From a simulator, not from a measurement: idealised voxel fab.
This is a process module. Its name is voxel capacitor over wiring.
cross-section cut | 155 nm wide | cells 5 nm
Notation: cross-section as square-cell grid; stated in bands, top first, going down; one or more cell rows per band.
Band: top and bottom heights (nm) first, top before bottom; then materials from left to right, widths in nm. "all across" marks a sole material filling the band edge to edge. "empty" denotes empty space.
Ref level 0: as-received wafer is one material below here. Bottom band extends down with no lower bound ("0 down").
The expression "30->40" gives the width at the extremes of the band, the first number at its top row of cells and the second at its bottom row, with the width changing by equal amounts from each row to the next in between.
Any step labelled "same as before" changed none of the cells in the cross-section.
So "Unvented cavities" is basically the list of trapped voids: any empty space of 8 cells or more that can't reach the top through an opening. They're written width x height at distance, the distance being from the left edge, and it's all nm.
The remark found on a step's line after its settings is issued by the simulator itself and pertains to that step.
Each step line may optionally specify "overlay nm", which for a step with a mask gives the rightward distance between the mask's planned place and where it lay, a negative value indicating the leftward direction.

# These are the steps we planned for the process
- 1: RECEIVE: material Si
- 2: CONFORMAL_DEP: material SiO2, thk nm 15
- 3: CONFORMAL_DEP: material SiN, thk nm 5
- 4: DIRECTIONAL_DEP: material SiO2, thk nm 25
- 5: DIRECTIONAL_DEP: material aC, thk nm 15
- 6: PATTERN: tone open, mask id METAL_1, material resist, width nm 30, pitch nm 80, thk nm 35, overlay nm 0
- 7: DIRECTIONAL_ETCH: etch materials aC, depth nm 15
- 8: STRIP: etch materials resist
- 9: DIRECTIONAL_ETCH: etch materials SiO2, depth nm 25
- 10: DIRECTIONAL_ETCH: etch materials SiN, depth nm 5
- 11: STRIP: etch materials aC
- 12: CONFORMAL_DEP: material TiN, thk nm 5
- 13: FILL_DEP: material Ru, thk nm 5
- 14: CMP: height nm 45
- 15: CONFORMAL_DEP: material SiCN, thk nm 5
- 16: DIRECTIONAL_DEP: material lowk, thk nm 15
- 17: MASKED_ETCH: tone open, mask id PLUG_1, width nm 15, etch materials lowk, depth nm 15, overlay nm 0
- 18: MASKED_ETCH: tone open, mask id PLUG_1, width nm 15, etch materials SiCN, depth nm 5, overlay nm 0
- 19: EPI: material Ru, thk nm 10
- 20: EPI: material Ru, thk nm 10
- 21: DIRECTIONAL_DEP: material TiN, thk nm 10
- 22: DIRECTIONAL_DEP: material HfO2, thk nm 5
- 23: DIRECTIONAL_DEP: material TiN, thk nm 10
- 24: DIRECTIONAL_DEP: material aC, thk nm 15
- 25: PATTERN: tone cover, mask id UPPER_PLATE, material resist, width nm 55, thk nm 30, overlay nm 0
- 26: DIRECTIONAL_ETCH: etch materials aC, depth nm 15
- 27: STRIP: etch materials resist
- 28: DIRECTIONAL_ETCH: etch materials TiN, depth nm 10
- 29: DIRECTIONAL_ETCH: etch materials HfO2, depth nm 5
- 30: STRIP: etch materials aC
- 31: DIRECTIONAL_DEP: material aC, thk nm 10
- 32: PATTERN: tone cover, mask id LOWER_PLATE, material resist, width nm 65, thk nm 30, overlay nm 0
- 33: DIRECTIONAL_ETCH: etch materials aC, depth nm 10
- 34: STRIP: etch materials resist
- 35: DIRECTIONAL_ETCH: etch materials TiN, depth nm 10
- 36: STRIP: etch materials aC
- 37: FILL_DEP: material SiO2, thk nm 20
- 38: CMP: height nm 105
- 39: MASKED_ETCH: tone open, mask id PLUG_2, width nm 15, etch materials SiO2, depth nm 15, overlay nm 0
- 40: CONFORMAL_DEP: material TiN, thk nm 5
- 41: FILL_DEP: material Ru, thk nm 10
- 42: CMP: height nm 105
- 43: CONFORMAL_DEP: material SiCN, thk nm 5

# So this is the incoming wafer in cross-section - it's already been through step 1
0 down | Si all across
Unvented cavities: none

# Cross-section taken at module completion on the first of two wafers; processed per the plan
110 to 105 | SiCN all across
105 to 95 | 45 nm SiO2, 5 nm TiN, 5 nm Ru, 5 nm TiN, 95 nm SiO2
95 to 90 | 45 nm SiO2, 15 nm TiN, 95 nm SiO2
90 to 80 | 35 nm SiO2, 55 nm TiN, 65 nm SiO2
80 to 75 | 35 nm SiO2, 55 nm HfO2, 65 nm SiO2
75 to 65 | 30 nm SiO2, 65 nm TiN, 60 nm SiO2
65 to 50 | 35 nm lowk, 15 nm Ru, 105 nm lowk
50 to 45 | 35 nm SiCN, 15 nm Ru, 105 nm SiCN
45 to 20 | 20 nm SiO2, 5 nm TiN, 20 nm Ru, 5 nm TiN, 50 nm SiO2, 5 nm TiN, 20 nm Ru, 5 nm TiN, 25 nm SiO2
20 to 15 | 20 nm SiN, 30 nm TiN, 50 nm SiN, 30 nm TiN, 25 nm SiN
15 to 0 | SiO2 all across
0 down | Si all across
Unvented cavities: none

# Wafer two cross-section, module end. Start and plan unchanged from wafer one; one mistake made during the run
110 to 105 | SiCN all across
105 to 95 | 45 nm SiO2, 5 nm TiN, 5 nm Ru, 5 nm TiN, 95 nm SiO2
95 to 90 | 45 nm SiO2, 15 nm TiN, 95 nm SiO2
90 to 85 | 35 nm SiO2, 55 nm HfO2, 65 nm SiO2
85 to 75 | 30 nm SiO2, 65 nm TiN, 60 nm SiO2
75 to 65 | TiN all across
65 to 50 | 35 nm lowk, 15 nm Ru, 105 nm lowk
50 to 45 | 35 nm SiCN, 15 nm Ru, 105 nm SiCN
45 to 20 | 20 nm SiO2, 5 nm TiN, 20 nm Ru, 5 nm TiN, 50 nm SiO2, 5 nm TiN, 20 nm Ru, 5 nm TiN, 25 nm SiO2
20 to 15 | 20 nm SiN, 30 nm TiN, 50 nm SiN, 30 nm TiN, 25 nm SiN
15 to 0 | SiO2 all across
0 down | Si all across
Unvented cavities: none
Diagnosis: so 22 and 23 got swapped relative to the plan, each ran where the other was supposed to
The final cell counts differ between the wafers, with the second having more or fewer of some materials than the first: SiO2: 40 fewer; TiN: 40 more
